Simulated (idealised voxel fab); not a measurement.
The name of this process module is voxel fin reveal.
We display cut, a cross-section 245 nm in width whose square cells are each 5 nm.
Cross-section = grid of square cells, listed top down in bands; band = one or more rows. For a band, the entry starts with two heights in nm, that of the top and then that of the bottom, and carries on with the band's materials in order from left to right, each alongside its width in nm; the word "all across" beside a single material means it fills the band edge to edge, and "air" means empty space. Height reference: 0 = level under which incoming wafer is all one material. Lowest band: no bottom, runs on downward, e.g. "top 0, no bottom". With a width like "30->40", each row of cells in the band differs from the next by the same amount, the top row carrying the first number and the bottom row the second. When a step is marked "remained unchanged", none of the cells in the cross-section changed during that step. Any empty space of 8 cells or more lacking an open way to the top shows up in "Fully sealed cavities" as width x height at distance, distance from the left edge, in nm. Post-settings text on a step line: simulator's own remark regarding the step. overlay nm: for a step with a mask, the amount by which the mask lay right of where it was planned; a negative amount means left of it.
[This section lists the process steps that were planned]
1,RECEIVE,material Si
2,CONFORMAL_DEP,material SiN,thk nm 5
3,PATTERN,tone cover,mask id FINS,material resist,width nm 15,pitch nm 35,thk nm 20,overlay nm 0
4,DIRECTIONAL_ETCH,etch materials SiN,depth nm 5
5,DIRECTIONAL_ETCH,etch materials Si,depth nm 40
6,STRIP,etch materials resist
7,OXIDIZE,depth nm 5
8,FILL_DEP,material SiO2,thk nm 15
9,CMP,height nm 5
10,SELECTIVE_ETCH,etch materials SiO2,depth nm 20
11,STRIP,etch materials SiN
[Step 1 complete: cross-section of the wafer as received]
    top 0, no bottom = Si all across
    Fully sealed cavities: none
[This is how the wafer looks in cross-section once the module is done, given the starting state and plan above and one mistake in carrying the plan out]
    top 0, bottom -45 = SiO2 85  Si 5  SiO2 30  Si 5  SiO2 30  Si 5  SiO2 85
    top -45, no bottom = Si all across
    Fully sealed cavities: none
Nonconformance to the process plan: the run left out plan step 9 entirely, so it was never executed
